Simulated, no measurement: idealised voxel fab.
process module | voxel self aligned vias
cross-section cut | 225 nm wide | cells 5 nm
A cross-section is a grid of square cells, given in bands from the top down. A band is one or more rows of cells.
Each band's line starts with the height of the band's top and of its bottom, in nm. Then come its materials from left to right, each with its width in nm. One material with "throughout" fills the band from edge to edge. "air" is empty space.
Height 0 is the level under which the wafer as received is all one material. The lowest band goes on downwards, as in "0 down".
A width such as "30 to 40" changes by the same amount from each row of cells to the next, from the band's top row to its bottom row.
"no change" after a step means that no cell of the cross-section changed.
closed voids: empty space of 8 cells or more with no open way to the top, each as width x height at its distance from the left edge, in nm
after a step's settings: what the simulator itself notes on the step
overlay nm, on a step with a mask: how far to the right of its planned place the mask lay; to the left if negative
plan
1 op RECEIVE | material Si
2 op CONFORMAL_DEP | material SiO2 | thk nm 15
3 op CONFORMAL_DEP | material SiCN | thk nm 5
4 op DIRECTIONAL_DEP | material SiO2 | thk nm 25
5 op DIRECTIONAL_DEP | material aC | thk nm 10
6 op PATTERN | tone open | mask id LINES | material resist | width nm 30 | pitch nm 55 | thk nm 25 | overlay nm 0
7 op DIRECTIONAL_ETCH | etch materials aC | depth nm 10
8 op STRIP | etch materials resist
9 op DIRECTIONAL_ETCH | etch materials SiO2 | depth nm 25
10 op STRIP | etch materials aC
11 op CONFORMAL_DEP | material TiN | thk nm 5
12 op FILL_DEP | material Ru | thk nm 10
13 op CMP | height nm 45
14 op SELECTIVE_ETCH | etch materials W Ru TiN | depth nm 10
15 op FILL_DEP | material SiN | thk nm 10
16 op CMP | height nm 45
17 op DIRECTIONAL_DEP | material SiO2 | thk nm 15
18 op DIRECTIONAL_DEP | material aC | thk nm 15
19 op PATTERN | tone open | mask id VIAS | material resist | width nm 40 | thk nm 35 | overlay nm 0
20 op DIRECTIONAL_ETCH | etch materials aC | depth nm 15
21 op STRIP | etch materials resist
22 op DIRECTIONAL_ETCH | etch materials SiO2 | depth nm 15
23 op DIRECTIONAL_ETCH | etch materials SiN | depth nm 10
24 op STRIP | etch materials aC
25 op CONFORMAL_DEP | material TiN | thk nm 5
26 op FILL_DEP | material Ru | thk nm 10
27 op CMP | height nm 60
28 op CONFORMAL_DEP | material SiN | thk nm 5
first wafer, as planned
as received, after step 1
  0 down: Si throughout
  closed voids: none
after step 2
  15 to 0: SiO2 throughout
  below 0: unchanged
after step 3
  20 to 15: SiCN throughout
  below 15: unchanged
after step 4
  45 to 20: SiO2 throughout
  below 20: unchanged
after step 5
  55 to 45: aC throughout
  below 45: unchanged
after step 6
  80 to 55: resist 70 | air 30 | resist 25 | air 30 | resist 70
  below 55: unchanged
after step 7
  70 to 55: resist 70 | air 30 | resist 25 | air 30 | resist 70
  55 to 45: aC 70 | air 30 | aC 25 | air 30 | aC 70
  below 45: unchanged
after step 8
  55 to 45: aC 70 | air 30 | aC 25 | air 30 | aC 70
  below 45: unchanged
after step 9
  55 to 45: aC 70 | air 30 | aC 25 | air 30 | aC 70
  45 to 20: SiO2 70 | air 30 | SiO2 25 | air 30 | SiO2 70
  below 20: unchanged
after step 10
  45 to 20: SiO2 70 | air 30 | SiO2 25 | air 30 | SiO2 70
  below 20: unchanged
after step 11
  50 to 45: TiN 75 | air 20 | TiN 35 | air 20 | TiN 75
  45 to 25: SiO2 70 | TiN 5 | air 20 | TiN 5 | SiO2 25 | TiN 5 | air 20 | TiN 5 | SiO2 70
  25 to 20: SiO2 70 | TiN 30 | SiO2 25 | TiN 30 | SiO2 70
  below 20: unchanged
after step 12
  60 to 50: Ru throughout
  50 to 45: TiN 75 | Ru 20 | TiN 35 | Ru 20 | TiN 75
  45 to 25: SiO2 70 | TiN 5 | Ru 20 | TiN 5 | SiO2 25 | TiN 5 | Ru 20 | TiN 5 | SiO2 70
  below 25: unchanged
after step 13
  45 to 25: SiO2 70 | TiN 5 | Ru 20 | TiN 5 | SiO2 25 | TiN 5 | Ru 20 | TiN 5 | SiO2 70
  below 25: unchanged
after step 14
  45 to 35: SiO2 70 | air 30 | SiO2 25 | air 30 | SiO2 70
  below 35: unchanged
after step 15
  55 to 45: SiN throughout
  45 to 35: SiO2 70 | SiN 30 | SiO2 25 | SiN 30 | SiO2 70
  below 35: unchanged
after step 16
  45 to 35: SiO2 70 | SiN 30 | SiO2 25 | SiN 30 | SiO2 70
  below 35: unchanged
after step 17
  60 to 45: SiO2 throughout
  below 45: unchanged
after step 18
  75 to 60: aC throughout
  below 60: unchanged
after step 19
  110 to 75: resist 65 | air 40 | resist 120
  below 75: unchanged
after step 20
  95 to 75: resist 65 | air 40 | resist 120
  75 to 60: aC 65 | air 40 | aC 120
  below 60: unchanged
after step 21
  75 to 60: aC 65 | air 40 | aC 120
  below 60: unchanged
after step 22
  75 to 60: aC 65 | air 40 | aC 120
  60 to 45: SiO2 65 | air 40 | SiO2 120
  below 45: unchanged
after step 23
  75 to 60: aC 65 | air 40 | aC 120
  60 to 45: SiO2 65 | air 40 | SiO2 120
  45 to 35: SiO2 70 | air 30 | SiO2 25 | SiN 30 | SiO2 70
  below 35: unchanged
after step 24
  60 to 45: SiO2 65 | air 40 | SiO2 120
  below 45: unchanged
after step 25
  65 to 60: TiN 70 | air 30 | TiN 125
  60 to 50: SiO2 65 | TiN 5 | air 30 | TiN 5 | SiO2 120
  50 to 45: SiO2 65 | TiN 10 | air 20 | TiN 10 | SiO2 120
  45 to 40: SiO2 70 | TiN 5 | air 20 | TiN 5 | SiO2 25 | SiN 30 | SiO2 70
  40 to 35: SiO2 70 | TiN 30 | SiO2 25 | SiN 30 | SiO2 70
  below 35: unchanged
after step 26
  75 to 65: Ru throughout
  65 to 60: TiN 70 | Ru 30 | TiN 125
  60 to 50: SiO2 65 | TiN 5 | Ru 30 | TiN 5 | SiO2 120
  50 to 45: SiO2 65 | TiN 10 | Ru 20 | TiN 10 | SiO2 120
  45 to 40: SiO2 70 | TiN 5 | Ru 20 | TiN 5 | SiO2 25 | SiN 30 | SiO2 70
  below 40: unchanged
after step 27
  60 to 50: SiO2 65 | TiN 5 | Ru 30 | TiN 5 | SiO2 120
  below 50: unchanged
after step 28
  65 to 60: SiN throughout
  below 60: unchanged
second wafer: like start, like plan, one mistake. Through step 18 it matches the first wafer
when step 19 should have ended
  110 to 75: resist 65 | air 45 | resist 115
  below 75: unchanged
when step 20 should have ended
  95 to 75: resist 65 | air 45 | resist 115
  75 to 60: aC 65 | air 45 | aC 115
  below 60: unchanged
when step 21 should have ended
  75 to 60: aC 65 | air 45 | aC 115
  below 60: unchanged
when step 22 should have ended
  75 to 60: aC 65 | air 45 | aC 115
  60 to 45: SiO2 65 | air 45 | SiO2 115
  below 45: unchanged
when step 23 should have ended
  75 to 60: aC 65 | air 45 | aC 115
  60 to 45: SiO2 65 | air 45 | SiO2 115
  45 to 35: SiO2 70 | air 30 | SiO2 25 | SiN 30 | SiO2 70
  below 35: unchanged
when step 24 should have ended
  60 to 45: SiO2 65 | air 45 | SiO2 115
  below 45: unchanged
when step 25 should have ended
  65 to 60: TiN 70 | air 35 | TiN 120
  60 to 50: SiO2 65 | TiN 5 | air 35 | TiN 5 | SiO2 115
  50 to 45: SiO2 65 | TiN 10 | air 20 | TiN 15 | SiO2 115
  45 to 40: SiO2 70 | TiN 5 | air 20 | TiN 5 | SiO2 25 | SiN 30 | SiO2 70
  40 to 35: SiO2 70 | TiN 30 | SiO2 25 | SiN 30 | SiO2 70
  below 35: unchanged
when step 26 should have ended
  75 to 65: Ru throughout
  65 to 60: TiN 70 | Ru 35 | TiN 120
  60 to 50: SiO2 65 | TiN 5 | Ru 35 | TiN 5 | SiO2 115
  50 to 45: SiO2 65 | TiN 10 | Ru 20 | TiN 15 | SiO2 115
  45 to 40: SiO2 70 | TiN 5 | Ru 20 | TiN 5 | SiO2 25 | SiN 30 | SiO2 70
  below 40: unchanged
when step 27 should have ended
  60 to 50: SiO2 65 | TiN 5 | Ru 35 | TiN 5 | SiO2 115
  below 50: unchanged
when step 28 should have ended
  65 to 60: SiN throughout
  below 60: unchanged
what went wrong: step 19 ran as: op PATTERN | tone open | mask id VIAS | material resist | width nm 45 | thk nm 35 | overlay nm 0
at the end the second wafer has, in cells: 2 more of Ru | 3 fewer of SiO2 | 1 more of TiN
